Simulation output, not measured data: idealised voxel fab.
Proc. module: voxel gate over fins
The cross-section on display is named cut; it measures 290 nm wide, and its cells are 5 nm squares.
A cross-section in this document is a grid of square cells, and it is written down as bands, the top band listed before the ones below it; a band is made up of one or more rows of cells.
In this notation a band is specified by the heights of its top and bottom, in that order and in nm, after which its materials appear from left to right, each paired with its width in nm. The word "throughout" attached to a single material means that material fills the band from edge to edge; the word "air" stands for empty space.
Note: height 0 marks the level under which the wafer is uniformly one material as received. Lowest band unbounded below, written "0 and below".
The two numbers in a width such as "30..40" mark its ends across the band: the first belongs to the top row of cells, the second to the bottom row, and from each row to the next the width moves by the same amount.
Where a step carries "no alteration", the cross-section came out of it unchanged, cell for cell.
Basically, "Closed voids list" tells you about the enclosed voids: empty spaces with no open way to the top, 8 cells or bigger, each written width x height at distance, where distance is from the left edge, all in nm.
On a step's line, text after the settings is the simulator commenting on that step.
"overlay nm" answers the question of how far to the right of plan the mask lay on a step that has a mask, and when it is negative the answer is to the left.
Note: before/after cross-section pairs follow, one process step per pair, after-side truncated at the lowest changed band, step and settings given beneath. Different runs of this module on the same starting wafer may supply the pairs; a pair continues the one above only where the "Before this step" entry says so.

Before this step:
> 5 down to 0 | SiO2=110, then SiN=15, then SiO2=10, then air=20, then SiO2=10, then SiN=15, then SiO2=110
> 0 down to -15 | SiO2=110, then Si=15, then SiO2=10, then air=20, then SiO2=10, then Si=15, then SiO2=110
> -15 down to -25 | SiO2=110, then Si=15, then SiO2=10, then TiN=5, then Ru=10, then TiN=5, then SiO2=10, then Si=15, then SiO2=110
> -25 down to -30 | SiO2=110, then Si=15, then SiO2=10, then TiN=20, then SiO2=10, then Si=15, then SiO2=110
> -30 down to -35 | SiO2=110, then Si=15, then SiO2=40, then Si=15, then SiO2=110
> -35 and below | Si throughout
> Closed voids list: none

Result of Step:
> 10 down to 5 | SiO2 throughout
> 5 down to 0 | SiO2=110, then SiN=15, then SiO2=40, then SiN=15, then SiO2=110
> 0 down to -15 | SiO2=110, then Si=15, then SiO2=40, then Si=15, then SiO2=110
> below -15: unchanged
> Closed voids list: none
Connecting step for the cross-sections above: FILL_DEP, material SiO2, thk nm 5

Before this step: Please consult the pair immediately above; the cross-section it shows after its step is the state before this step.

Result of Step:
> 5 down to 0 | SiO2=110, then SiN=15, then SiO2=40, then SiN=15, then SiO2=110
> below 0: unchanged
> Closed voids list: none
Connecting step for the cross-sections above: CMP, height nm 5

Before this step: Please consult the pair immediately above; the cross-section it shows after its step is the state before this step.

Result of Step:
> 5 down to 0 | air=110, then SiN=15, then air=40, then SiN=15, then air=110
> 0 down to -10 | air=110, then Si=15, then air=40, then Si=15, then air=110
> below -10: unchanged
> Closed voids list: none
Connecting step for the cross-sections above: SELECTIVE_ETCH, etch materials SiO2, depth nm 15

Before this step: Please consult the pair immediately above; the cross-section it shows after its step is the state before this step.

Result of Step:
> 0 down to -10 | air=110, then Si=15, then air=40, then Si=15, then air=110
> below -10: unchanged
> Closed voids list: none
Connecting step for the cross-sections above: STRIP, etch materials SiN

Before this step: Please consult the pair immediately above; the cross-section it shows after its step is the state before this step.

Result of Step:
> 5 down to 0 | air=105, then HfO2=25, then air=30, then HfO2=25, then air=105
> 0 down to -5 | air=105, then HfO2=5, then Si=15, then HfO2=5, then air=30, then HfO2=5, then Si=15, then HfO2=5, then air=105
> -5 down to -10 | HfO2=110, then Si=15, then HfO2=40, then Si=15, then HfO2=110
> below -10: unchanged
> Closed voids list: none
Connecting step for the cross-sections above: CONFORMAL_DEP, material HfO2, thk nm 5

Before this step: Please consult the pair immediately above; the cross-section it shows after its step is the state before this step.

Result of Step:
> 10 down to 5 | air=100, then TiN=35, then air=20, then TiN=35, then air=100
> 5 down to 0 | air=100, then TiN=5, then HfO2=25, then TiN=5, then air=20, then TiN=5, then HfO2=25, then TiN=5, then air=100
> 0 down to -5 | TiN=105, then HfO2=5, then Si=15, then HfO2=5, then TiN=30, then HfO2=5, then Si=15, then HfO2=5, then TiN=105
> below -5: unchanged
> Closed voids list: none
Connecting step for the cross-sections above: CONFORMAL_DEP, material TiN, thk nm 5

Before this step: Please consult the pair immediately above; the cross-section it shows after its step is the state before this step.

Result of Step:
> 15 down to 10 | air=95, then TiAl=45, then air=10, then TiAl=45, then air=95
> 10 down to 5 | air=95, then TiAl=5, then TiN=35, then TiAl=5, then air=10, then TiAl=5, then TiN=35, then TiAl=5, then air=95
> 5 down to 0 | TiAl=100, then TiN=5, then HfO2=25, then TiN=5, then TiAl=20, then TiN=5, then HfO2=25, then TiN=5, then TiAl=100
> below 0: unchanged
> Closed voids list: none
Connecting step for the cross-sections above: CONFORMAL_DEP, material TiAl, thk nm 5

Before this step: Please consult the pair immediately above; the cross-section it shows after its step is the state before this step.

Result of Step:
> 20 down to 15 | air=90, then TiN=110, then air=90
> 15 down to 10 | air=90, then TiN=5, then TiAl=45, then TiN=10, then TiAl=45, then TiN=5, then air=90
> 10 down to 5 | TiN=95, then TiAl=5, then TiN=35, then TiAl=5, then TiN=10, then TiAl=5, then TiN=35, then TiAl=5, then TiN=95
> below 5: unchanged
> Closed voids list: none
Connecting step for the cross-sections above: CONFORMAL_DEP, material TiN, thk nm 5

Before this step: Please consult the pair immediately above; the cross-section it shows after its step is the state before this step.

Result of Step:
> 35 down to 20 | W throughout
> 20 down to 15 | W=90, then TiN=110, then W=90
> 15 down to 10 | W=90, then TiN=5, then TiAl=45, then TiN=10, then TiAl=45, then TiN=5, then W=90
> below 10: unchanged
> Closed voids list: none
Connecting step for the cross-sections above: FILL_DEP, material W, thk nm 15

Before this step: Please consult the pair immediately above; the cross-section it shows after its step is the state before this step.

Result of Step:
> 30 down to 20 | W throughout
> below 20: unchanged
> Closed voids list: none
Connecting step for the cross-sections above: CMP, height nm 30

Before this step: Please consult the pair immediately above; the cross-section it shows after its step is the state before this step.

Result of Step:
> 40 down to 30 | SiCN throughout
> below 30: unchanged
> Closed voids list: none
Connecting step for the cross-sections above: CONFORMAL_DEP, material SiCN, thk nm 10

Before this step:
> 15 down to 5 | aC throughout
> 5 down to 0 | SiN throughout
> 0 and below | Si throughout
> Closed voids list: none

Result of Step:
> 45 down to 15 | air=115, then resist=15, then air=40, then resist=15, then air=105
> below 15: unchanged
> Closed voids list: none
Connecting step for the cross-sections above: PATTERN, tone cover, mask id FINS, material resist, width nm 15, pitch nm 55, thk nm 30, overlay nm 5

Before this step: Please consult the pair immediately above; the cross-section it shows after its step is the state before this step.

Result of Step:
> 35 down to 15 | air=115, then resist=15, then air=40, then resist=15, then air=105
> 15 down to 5 | air=115, then aC=15, then air=40, then aC=15, then air=105
> below 5: unchanged
> Closed voids list: none
Connecting step for the cross-sections above: DIRECTIONAL_ETCH, etch materials aC, depth nm 10

Before this step: Please consult the pair immediately above; the cross-section it shows after its step is the state before this step.

Result of Step:
> 15 down to 5 | air=115, then aC=15, then air=40, then aC=15, then air=105
> below 5: unchanged
> Closed voids list: none
Connecting step for the cross-sections above: STRIP, etch materials resist

Before this step: Please consult the pair immediately above; the cross-section it shows after its step is the state before this step.

Result of Step:
> 15 down to 5 | air=115, then aC=15, then air=40, then aC=15, then air=105
> 5 down to 0 | air=115, then SiN=15, then air=40, then SiN=15, then air=105
> below 0: unchanged
> Closed voids list: none
Connecting step for the cross-sections above: DIRECTIONAL_ETCH, etch materials SiN, depth nm 5

Before this step: Please consult the pair immediately above; the cross-section it shows after its step is the state before this step.

Result of Step:
> 15 down to 5 | air=115, then aC=15, then air=40, then aC=15, then air=105
> 5 down to 0 | air=115, then SiN=15, then air=40, then SiN=15, then air=105
> 0 down to -35 | air=115, then Si=15, then air=40, then Si=15, then air=105
> below -35: unchanged
> Closed voids list: none
Connecting step for the cross-sections above: DIRECTIONAL_ETCH, etch materials Si, depth nm 35

Before this step: Please consult the pair immediately above; the cross-section it shows after its step is the state before this step.

Result of Step:
> 5 down to 0 | air=115, then SiN=15, then air=40, then SiN=15, then air=105
> below 0: unchanged
> Closed voids list: none
Connecting step for the cross-sections above: STRIP, etch materials aC

Before this step: Please consult the pair immediately above; the cross-section it shows after its step is the state before this step.

Result of Step:
> 20 down to 5 | SiO2 throughout
> 5 down to 0 | SiO2=115, then SiN=15, then SiO2=40, then SiN=15, then SiO2=105
> 0 down to -35 | SiO2=115, then Si=15, then SiO2=40, then Si=15, then SiO2=105
> below -35: unchanged
> Closed voids list: none
Connecting step for the cross-sections above: FILL_DEP, material SiO2, thk nm 15

Before this step: Please consult the pair immediately above; the cross-section it shows after its step is the state before this step.

Result of Step:
> 5 down to 0 | SiO2=115, then SiN=15, then SiO2=40, then SiN=15, then SiO2=105
> below 0: unchanged
> Closed voids list: none
Connecting step for the cross-sections above: CMP, height nm 5

Before this step: Please consult the pair immediately above; the cross-section it shows after its step is the state before this step.

Result of Step:
> 20 down to 5 | aC throughout
> below 5: unchanged
> Closed voids list: none
Connecting step for the cross-sections above: DIRECTIONAL_DEP, material aC, thk nm 15

Before this step: Please consult the pair immediately above; the cross-section it shows after its step is the state before this step.

Result of Step:
> 55 down to 20 | resist=135, then air=15, then resist=140
> below 20: unchanged
> Closed voids list: none
Connecting step for the cross-sections above: PATTERN, tone open, mask id RAIL, material resist, width nm 15, thk nm 35, overlay nm 0

Before this step: Please consult the pair immediately above; the cross-section it shows after its step is the state before this step.

Result of Step:
> 40 down to 20 | resist=135, then air=15, then resist=140
> 20 down to 5 | aC=135, then air=15, then aC=140
> below 5: unchanged
> Closed voids list: none
Connecting step for the cross-sections above: DIRECTIONAL_ETCH, etch materials aC, depth nm 15

Before this step: Please consult the pair immediately above; the cross-section it shows after its step is the state before this step.

Result of Step:
> 20 down to 5 | aC=135, then air=15, then aC=140
> below 5: unchanged
> Closed voids list: none
Connecting step for the cross-sections above: STRIP, etch materials resist

Before this step: Please consult the pair immediately above; the cross-section it shows after its step is the state before this step.

Result of Step:
> 20 down to 5 | aC=135, then air=15, then aC=140
> 5 down to 0 | SiO2=115, then SiN=15, then SiO2=5, then air=15, then SiO2=20, then SiN=15, then SiO2=105
> 0 down to -30 | SiO2=115, then Si=15, then SiO2=5, then air=15, then SiO2=20, then Si=15, then SiO2=105
> below -30: unchanged
> Closed voids list: none
Connecting step for the cross-sections above: DIRECTIONAL_ETCH, etch materials SiO2, depth nm 35

Before this step: Please consult the pair immediately above; the cross-section it shows after its step is the state before this step.

Result of Step:
> 5 down to 0 | SiO2=115, then SiN=15, then SiO2=5, then air=15, then SiO2=20, then SiN=15, then SiO2=105
> below 0: unchanged
> Closed voids list: none
Connecting step for the cross-sections above: STRIP, etch materials aC

Before this step: Please consult the pair immediately above; the cross-section it shows after its step is the state before this step.

Result of Step:
> 10 down to 5 | TiN=140, then air=5, then TiN=145
> 5 down to 0 | SiO2=115, then SiN=15, then SiO2=5, then TiN=5, then air=5, then TiN=5, then SiO2=20, then SiN=15, then SiO2=105
> 0 down to -25 | SiO2=115, then Si=15, then SiO2=5, then TiN=5, then air=5, then TiN=5, then SiO2=20, then Si=15, then SiO2=105
> -25 down to -30 | SiO2=115, then Si=15, then SiO2=5, then TiN=15, then SiO2=20, then Si=15, then SiO2=105
> below -30: unchanged
> Closed voids list: none
Connecting step for the cross-sections above: CONFORMAL_DEP, material TiN, thk nm 5

Before this step: Please consult the pair immediately above; the cross-section it shows after its step is the state before this step.

Result of Step:
> 15 down to 10 | Ru throughout
> 10 down to 5 | TiN=140, then Ru=5, then TiN=145
> 5 down to 0 | SiO2=115, then SiN=15, then SiO2=5, then TiN=5, then Ru=5, then TiN=5, then SiO2=20, then SiN=15, then SiO2=105
> 0 down to -25 | SiO2=115, then Si=15, then SiO2=5, then TiN=5, then Ru=5, then TiN=5, then SiO2=20, then Si=15, then SiO2=105
> below -25: unchanged
> Closed voids list: none
Connecting step for the cross-sections above: FILL_DEP, material Ru, thk nm 5

Before this step: Please consult the pair immediately above; the cross-section it shows after its step is the state before this step.

Result of Step:
> 5 down to 0 | SiO2=115, then SiN=15, then SiO2=5, then TiN=5, then Ru=5, then TiN=5, then SiO2=20, then SiN=15, then SiO2=105
> below 0: unchanged
> Closed voids list: none
Connecting step for the cross-sections above: CMP, height nm 5

Before this step: Please consult the pair immediately above; the cross-section it shows after its step is the state before this step.

Result of Step:
> 5 down to 0 | SiO2=115, then SiN=15, then SiO2=5, then air=15, then SiO2=20, then SiN=15, then SiO2=105
> 0 down to -15 | SiO2=115, then Si=15, then SiO2=5, then air=15, then SiO2=20, then Si=15, then SiO2=105
> below -15: unchanged
> Closed voids list: none
Connecting step for the cross-sections above: SELECTIVE_ETCH, etch materials W Ru TiN, depth nm 20

Before this step: Please consult the pair immediately above; the cross-section it shows after its step is the state before this step.

Result of Step:
> 10 down to 5 | SiO2 throughout
> 5 down to 0 | SiO2=115, then SiN=15, then SiO2=40, then SiN=15, then SiO2=105
> 0 down to -15 | SiO2=115, then Si=15, then SiO2=40, then Si=15, then SiO2=105
> below -15: unchanged
> Closed voids list: none
Connecting step for the cross-sections above: FILL_DEP, material SiO2, thk nm 5

Before this step: Please consult the pair immediately above; the cross-section it shows after its step is the state before this step.

Result of Step:
> 5 down to 0 | SiO2=115, then SiN=15, then SiO2=40, then SiN=15, then SiO2=105
> below 0: unchanged
> Closed voids list: none
Connecting step for the cross-sections above: CMP, height nm 5

Before this step: Please consult the pair immediately above; the cross-section it shows after its step is the state before this step.

Result of Step:
> 5 down to 0 | air=115, then SiN=15, then air=40, then SiN=15, then air=105
> 0 down to -10 | air=115, then Si=15, then air=40, then Si=15, then air=105
> below -10: unchanged
> Closed voids list: none
Connecting step for the cross-sections above: SELECTIVE_ETCH, etch materials SiO2, depth nm 15

Before this step: Please consult the pair immediately above; the cross-section it shows after its step is the state before this step.

Result of Step:
> 0 down to -10 | air=115, then Si=15, then air=40, then Si=15, then air=105
> below -10: unchanged
> Closed voids list: none
Connecting step for the cross-sections above: STRIP, etch materials SiN

Before this step: Please consult the pair immediately above; the cross-section it shows after its step is the state before this step.

Result of Step:
> 5 down to 0 | air=110, then HfO2=25, then air=30, then HfO2=25, then air=100
> 0 down to -5 | air=110, then HfO2=5, then Si=15, then HfO2=5, then air=30, then HfO2=5, then Si=15, then HfO2=5, then air=100
> -5 down to -10 | HfO2=115, then Si=15, then HfO2=40, then Si=15, then HfO2=105
> below -10: unchanged
> Closed voids list: none
Connecting step for the cross-sections above: CONFORMAL_DEP, material HfO2, thk nm 5

Before this step: Please consult the pair immediately above; the cross-section it shows after its step is the state before this step.

Result of Step:
> 10 down to 5 | air=105, then TiN=35, then air=20, then TiN=35, then air=95
> 5 down to 0 | air=105, then TiN=5, then HfO2=25, then TiN=5, then air=20, then TiN=5, then HfO2=25, then TiN=5, then air=95
> 0 down to -5 | TiN=110, then HfO2=5, then Si=15, then HfO2=5, then TiN=30, then HfO2=5, then Si=15, then HfO2=5, then TiN=100
> below -5: unchanged
> Closed voids list: none
Connecting step for the cross-sections above: CONFORMAL_DEP, material TiN, thk nm 5

Before this step: Please consult the pair immediately above; the cross-section it shows after its step is the state before this step.

Result of Step:
> 15 down to 10 | air=100, then TiAl=45, then air=10, then TiAl=45, then air=90
> 10 down to 5 | air=100, then TiAl=5, then TiN=35, then TiAl=5, then air=10, then TiAl=5, then TiN=35, then TiAl=5, then air=90
> 5 down to 0 | TiAl=105, then TiN=5, then HfO2=25, then TiN=5, then TiAl=20, then TiN=5, then HfO2=25, then TiN=5, then TiAl=95
> below 0: unchanged
> Closed voids list: none
Connecting step for the cross-sections above: CONFORMAL_DEP, material TiAl, thk nm 5

Before this step: Please consult the pair immediately above; the cross-section it shows after its step is the state before this step.

Result of Step:
> 20 down to 15 | air=95, then TiN=110, then air=85
> 15 down to 10 | air=95, then TiN=5, then TiAl=45, then TiN=10, then TiAl=45, then TiN=5, then air=85
> 10 down to 5 | TiN=100, then TiAl=5, then TiN=35, then TiAl=5, then TiN=10, then TiAl=5, then TiN=35, then TiAl=5, then TiN=90
> below 5: unchanged
> Closed voids list: none
Connecting step for the cross-sections above: CONFORMAL_DEP, material TiN, thk nm 5

Before this step: Please consult the pair immediately above; the cross-section it shows after its step is the state before this step.

Result of Step:
> 35 down to 20 | W throughout
> 20 down to 15 | W=95, then TiN=110, then W=85
> 15 down to 10 | W=95, then TiN=5, then TiAl=45, then TiN=10, then TiAl=45, then TiN=5, then W=85
> below 10: unchanged
> Closed voids list: none
Connecting step for the cross-sections above: FILL_DEP, material W, thk nm 15

Before this step: Please consult the pair immediately above; the cross-section it shows after its step is the state before this step.

Result of Step:
> 30 down to 20 | W throughout
> below 20: unchanged
> Closed voids list: none
Connecting step for the cross-sections above: CMP, height nm 30

Before this step: Please consult the pair immediately above; the cross-section it shows after its step is the state before this step.

Result of Step:
> 40 down to 30 | SiCN throughout
> below 30: unchanged
> Closed voids list: none
Connecting step for the cross-sections above: CONFORMAL_DEP, material SiCN, thk nm 10

Before this step:
> 5 down to 0 | air=110, then SiN=15, then air=40, then SiN=15, then air=110
> 0 down to -35 | air=110, then Si=15, then air=40, then Si=15, then air=110
> -35 and below | Si throughout
> Closed voids list: none

Result of Step:
> 20 down to 5 | W throughout
> 5 down to 0 | W=110, then SiN=15, then W=40, then SiN=15, then W=110
> 0 down to -35 | W=110, then Si=15, then W=40, then Si=15, then W=110
> below -35: unchanged
> Closed voids list: none
Connecting step for the cross-sections above: FILL_DEP, material W, thk nm 15

Before this step: Please consult the pair immediately above; the cross-section it shows after its step is the state before this step.

Result of Step:
> 5 down to 0 | W=110, then SiN=15, then W=40, then SiN=15, then W=110
> below 0: unchanged
> Closed voids list: none
Connecting step for the cross-sections above: CMP, height nm 5

Before this step: Please consult the pair immediately above; the cross-section it shows after its step is the state before this step.

Result of Step:
> 20 down to 5 | aC throughout
> below 5: unchanged
> Closed voids list: none
Connecting step for the cross-sections above: DIRECTIONAL_DEP, material aC, thk nm 15

Before this step: Please consult the pair immediately above; the cross-section it shows after its step is the state before this step.

Result of Step:
> 55 down to 20 | resist=135, then air=15, then resist=140
> below 20: unchanged
> Closed voids list: none
Connecting step for the cross-sections above: PATTERN, tone open, mask id RAIL, material resist, width nm 15, thk nm 35, overlay nm 0

Before this step: Please consult the pair immediately above; the cross-section it shows after its step is the state before this step.

Result of Step:
> 40 down to 20 | resist=135, then air=15, then resist=140
> 20 down to 5 | aC=135, then air=15, then aC=140
> below 5: unchanged
> Closed voids list: none
Connecting step for the cross-sections above: DIRECTIONAL_ETCH, etch materials aC, depth nm 15

Before this step: Please consult the pair immediately above; the cross-section it shows after its step is the state before this step.

Result of Step:
> 20 down to 5 | aC=135, then air=15, then aC=140
> below 5: unchanged
> Closed voids list: none
Connecting step for the cross-sections above: STRIP, etch materials resist

Before this step: Please consult the pair immediately above; the cross-section it shows after its step is the state before this step.

Result of Step:
> 5 down to 0 | W=110, then SiN=15, then W=40, then SiN=15, then W=110
> below 0: unchanged
> Closed voids list: none
Connecting step for the cross-sections above: STRIP, etch materials aC

Before this step: Please consult the pair immediately above; the cross-section it shows after its step is the state before this step.

Result of Step:
> 10 down to 5 | TiN throughout
> below 5: unchanged
> Closed voids list: none
Connecting step for the cross-sections above: CONFORMAL_DEP, material TiN, thk nm 5

Before this step: Please consult the pair immediately above; the cross-section it shows after its step is the state before this step.

Result of Step:
> 15 down to 10 | Ru throughout
> below 10: unchanged
> Closed voids list: none
Connecting step for the cross-sections above: FILL_DEP, material Ru, thk nm 5

Before this step: Please consult the pair immediately above; the cross-section it shows after its step is the state before this step.

Result of Step:
> 5 down to 0 | W=110, then SiN=15, then W=40, then SiN=15, then W=110
> below 0: unchanged
> Closed voids list: none
Connecting step for the cross-sections above: CMP, height nm 5

Before this step: Please consult the pair immediately above; the cross-section it shows after its step is the state before this step.

Result of Step:
> 5 down to 0 | air=110, then SiN=15, then air=40, then SiN=15, then air=110
> 0 down to -15 | air=110, then Si=15, then air=40, then Si=15, then air=110
> below -15: unchanged
> Closed voids list: none
Connecting step for the cross-sections above: SELECTIVE_ETCH, etch materials W Ru TiN, depth nm 20

Before this step: Please consult the pair immediately above; the cross-section it shows after its step is the state before this step.

Result of Step:
> 10 down to 5 | SiO2 throughout
> 5 down to 0 | SiO2=110, then SiN=15, then SiO2=40, then SiN=15, then SiO2=110
> 0 down to -15 | SiO2=110, then Si=15, then SiO2=40, then Si=15, then SiO2=110
> below -15: unchanged
> Closed voids list: none
Connecting step for the cross-sections above: FILL_DEP, material SiO2, thk nm 5

Before this step: Please consult the pair immediately above; the cross-section it shows after its step is the state before this step.

Result of Step:
> 5 down to 0 | SiO2=110, then SiN=15, then SiO2=40, then SiN=15, then SiO2=110
> below 0: unchanged
> Closed voids list: none
Connecting step for the cross-sections above: CMP, height nm 5

Before this step: Please consult the pair immediately above; the cross-section it shows after its step is the state before this step.

Result of Step:
> 5 down to 0 | air=110, then SiN=15, then air=40, then SiN=15, then air=110
> 0 down to -10 | air=110, then Si=15, then air=40, then Si=15, then air=110
> below -10: unchanged
> Closed voids list: none
Connecting step for the cross-sections above: SELECTIVE_ETCH, etch materials SiO2, depth nm 15

Before this step: Please consult the pair immediately above; the cross-section it shows after its step is the state before this step.

Result of Step:
> 0 down to -10 | air=110, then Si=15, then air=40, then Si=15, then air=110
> below -10: unchanged
> Closed voids list: none
Connecting step for the cross-sections above: STRIP, etch materials SiN

Before this step: Please consult the pair immediately above; the cross-section it shows after its step is the state before this step.

Result of Step:
> 5 down to 0 | air=105, then HfO2=25, then air=30, then HfO2=25, then air=105
> 0 down to -5 | air=105, then HfO2=5, then Si=15, then HfO2=5, then air=30, then HfO2=5, then Si=15, then HfO2=5, then air=105
> -5 down to -10 | HfO2=110, then Si=15, then HfO2=40, then Si=15, then HfO2=110
> below -10: unchanged
> Closed voids list: none
Connecting step for the cross-sections above: CONFORMAL_DEP, material HfO2, thk nm 5

Before this step: Please consult the pair immediately above; the cross-section it shows after its step is the state before this step.

Result of Step:
> 10 down to 5 | air=100, then TiN=35, then air=20, then TiN=35, then air=100
> 5 down to 0 | air=100, then TiN=5, then HfO2=25, then TiN=5, then air=20, then TiN=5, then HfO2=25, then TiN=5, then air=100
> 0 down to -5 | TiN=105, then HfO2=5, then Si=15, then HfO2=5, then TiN=30, then HfO2=5, then Si=15, then HfO2=5, then TiN=105
> below -5: unchanged
> Closed voids list: none
Connecting step for the cross-sections above: CONFORMAL_DEP, material TiN, thk nm 5

Before this step: Please consult the pair immediately above; the cross-section it shows after its step is the state before this step.

Result of Step:
> 15 down to 10 | air=95, then TiAl=45, then air=10, then TiAl=45, then air=95
> 10 down to 5 | air=95, then TiAl=5, then TiN=35, then TiAl=5, then air=10, then TiAl=5, then TiN=35, then TiAl=5, then air=95
> 5 down to 0 | TiAl=100, then TiN=5, then HfO2=25, then TiN=5, then TiAl=20, then TiN=5, then HfO2=25, then TiN=5, then TiAl=100
> below 0: unchanged
> Closed voids list: none
Connecting step for the cross-sections above: CONFORMAL_DEP, material TiAl, thk nm 5

Before this step: Please consult the pair immediately above; the cross-section it shows after its step is the state before this step.

Result of Step:
> 20 down to 15 | air=90, then TiN=110, then air=90
> 15 down to 10 | air=90, then TiN=5, then TiAl=45, then TiN=10, then TiAl=45, then TiN=5, then air=90
> 10 down to 5 | TiN=95, then TiAl=5, then TiN=35, then TiAl=5, then TiN=10, then TiAl=5, then TiN=35, then TiAl=5, then TiN=95
> below 5: unchanged
> Closed voids list: none
Connecting step for the cross-sections above: CONFORMAL_DEP, material TiN, thk nm 5

Before this step: Please consult the pair immediately above; the cross-section it shows after its step is the state before this step.

Result of Step:
> 35 down to 20 | W throughout
> 20 down to 15 | W=90, then TiN=110, then W=90
> 15 down to 10 | W=90, then TiN=5, then TiAl=45, then TiN=10, then TiAl=45, then TiN=5, then W=90
> below 10: unchanged
> Closed voids list: none
Connecting step for the cross-sections above: FILL_DEP, material W, thk nm 15

Before this step: Please consult the pair immediately above; the cross-section it shows after its step is the state before this step.

Result of Step:
> 30 down to 20 | W throughout
> below 20: unchanged
> Closed voids list: none
Connecting step for the cross-sections above: CMP, height nm 30

Before this step: Please consult the pair immediately above; the cross-section it shows after its step is the state before this step.

Result of Step:
> 40 down to 30 | SiCN throughout
> below 30: unchanged
> Closed voids list: none
Connecting step for the cross-sections above: CONFORMAL_DEP, material SiCN, thk nm 10

Before this step:
> 15 down to 5 | aC throughout
> 5 down to 0 | SiN throughout
> 0 and below | Si throughout
> Closed voids list: none

Result of Step:
> 45 down to 15 | resist=110, then air=15, then resist=40, then air=15, then resist=110
> below 15: unchanged
> Closed voids list: none
Connecting step for the cross-sections above: PATTERN, tone open, mask id FINS, material resist, width nm 15, pitch nm 55, thk nm 30, overlay nm 0

Before this step: Please consult the pair immediately above; the cross-section it shows after its step is the state before this step.

Result of Step:
> 35 down to 15 | resist=110, then air=15, then resist=40, then air=15, then resist=110
> 15 down to 5 | aC=110, then air=15, then aC=40, then air=15, then aC=110
> below 5: unchanged
> Closed voids list: none
Connecting step for the cross-sections above: DIRECTIONAL_ETCH, etch materials aC, depth nm 10

Before this step: Please consult the pair immediately above; the cross-section it shows after its step is the state before this step.

Result of Step:
> 15 down to 5 | aC=110, then air=15, then aC=40, then air=15, then aC=110
> below 5: unchanged
> Closed voids list: none
Connecting step for the cross-sections above: STRIP, etch materials resist

Before this step: Please consult the pair immediately above; the cross-section it shows after its step is the state before this step.

Result of Step:
> 15 down to 5 | aC=110, then air=15, then aC=40, then air=15, then aC=110
> 5 down to 0 | SiN=110, then air=15, then SiN=40, then air=15, then SiN=110
> below 0: unchanged
> Closed voids list: none
Connecting step for the cross-sections above: DIRECTIONAL_ETCH, etch materials SiN, depth nm 5

Before this step: Please consult the pair immediately above; the cross-section it shows after its step is the state before this step.

Result of Step:
> 15 down to 5 | aC=110, then air=15, then aC=40, then air=15, then aC=110
> 5 down to 0 | SiN=110, then air=15, then SiN=40, then air=15, then SiN=110
> 0 down to -35 | Si=110, then air=15, then Si=40, then air=15, then Si=110
> below -35: unchanged
> Closed voids list: none
Connecting step for the cross-sections above: DIRECTIONAL_ETCH, etch materials Si, depth nm 35

Before this step: Please consult the pair immediately above; the cross-section it shows after its step is the state before this step.

Result of Step:
> 5 down to 0 | SiN=110, then air=15, then SiN=40, then air=15, then SiN=110
> below 0: unchanged
> Closed voids list: none
Connecting step for the cross-sections above: STRIP, etch materials aC

Before this step: Please consult the pair immediately above; the cross-section it shows after its step is the state before this step.

Result of Step:
> 20 down to 5 | SiO2 throughout
> 5 down to 0 | SiN=110, then SiO2=15, then SiN=40, then SiO2=15, then SiN=110
> 0 down to -35 | Si=110, then SiO2=15, then Si=40, then SiO2=15, then Si=110
> below -35: unchanged
> Closed voids list: none
Connecting step for the cross-sections above: FILL_DEP, material SiO2, thk nm 15

Before this step: Please consult the pair immediately above; the cross-section it shows after its step is the state before this step.

Result of Step:
> 5 down to 0 | SiN=110, then SiO2=15, then SiN=40, then SiO2=15, then SiN=110
> below 0: unchanged
> Closed voids list: none
Connecting step for the cross-sections above: CMP, height nm 5

Before this step: Please consult the pair immediately above; the cross-section it shows after its step is the state before this step.

Result of Step:
> 20 down to 5 | aC throughout
> below 5: unchanged
> Closed voids list: none
Connecting step for the cross-sections above: DIRECTIONAL_DEP, material aC, thk nm 15

Before this step: Please consult the pair immediately above; the cross-section it shows after its step is the state before this step.

Result of Step:
> 55 down to 20 | resist=135, then air=15, then resist=140
> below 20: unchanged
> Closed voids list: none
Connecting step for the cross-sections above: PATTERN, tone open, mask id RAIL, material resist, width nm 15, thk nm 35, overlay nm 0

Before this step: Please consult the pair immediately above; the cross-section it shows after its step is the state before this step.

Result of Step:
> 40 down to 20 | resist=135, then air=15, then resist=140
> 20 down to 5 | aC=135, then air=15, then aC=140
> below 5: unchanged
> Closed voids list: none
Connecting step for the cross-sections above: DIRECTIONAL_ETCH, etch materials aC, depth nm 15

Before this step: Please consult the pair immediately above; the cross-section it shows after its step is the state before this step.

Result of Step:
> 20 down to 5 | aC=135, then air=15, then aC=140
> below 5: unchanged
> Closed voids list: none
Connecting step for the cross-sections above: STRIP, etch materials resist

Before this step: Please consult the pair immediately above; the cross-section it shows after its step is the state before this step.

Result of Step:
> 5 down to 0 | SiN=110, then SiO2=15, then SiN=40, then SiO2=15, then SiN=110
> below 0: unchanged
> Closed voids list: none
Connecting step for the cross-sections above: STRIP, etch materials aC

Before this step: Please consult the pair immediately above; the cross-section it shows after its step is the state before this step.

Result of Step:
> 10 down to 5 | TiN throughout
> below 5: unchanged
> Closed voids list: none
Connecting step for the cross-sections above: CONFORMAL_DEP, material TiN, thk nm 5

Before this step: Please consult the pair immediately above; the cross-section it shows after its step is the state before this step.

Result of Step:
> 15 down to 10 | Ru throughout
> below 10: unchanged
> Closed voids list: none
Connecting step for the cross-sections above: FILL_DEP, material Ru, thk nm 5

Before this step: Please consult the pair immediately above; the cross-section it shows after its step is the state before this step.

Result of Step:
> 5 down to 0 | SiN=110, then SiO2=15, then SiN=40, then SiO2=15, then SiN=110
> below 0: unchanged
> Closed voids list: none
Connecting step for the cross-sections above: CMP, height nm 5

Before this step: Please consult the pair immediately above; the cross-section it shows after its step is the state before this step.

Result of Step:
> 10 down to 5 | SiO2 throughout
> below 5: unchanged
> Closed voids list: none
Connecting step for the cross-sections above: FILL_DEP, material SiO2, thk nm 5

Before this step: Please consult the pair immediately above; the cross-section it shows after its step is the state before this step.

Result of Step:
> 5 down to 0 | SiN=110, then SiO2=15, then SiN=40, then SiO2=15, then SiN=110
> below 0: unchanged
> Closed voids list: none
Connecting step for the cross-sections above: CMP, height nm 5

Before this step: Please consult the pair immediately above; the cross-section it shows after its step is the state before this step.

Result of Step:
> 5 down to 0 | SiN=110, then air=15, then SiN=40, then air=15, then SiN=110
> 0 down to -10 | Si=110, then air=15, then Si=40, then air=15, then Si=110
> below -10: unchanged
> Closed voids list: none
Connecting step for the cross-sections above: SELECTIVE_ETCH, etch materials SiO2, depth nm 15

Before this step: Please consult the pair immediately above; the cross-section it shows after its step is the state before this step.

Result of Step:
> 0 down to -10 | Si=110, then air=15, then Si=40, then air=15, then Si=110
> below -10: unchanged
> Closed voids list: none
Connecting step for the cross-sections above: STRIP, etch materials SiN
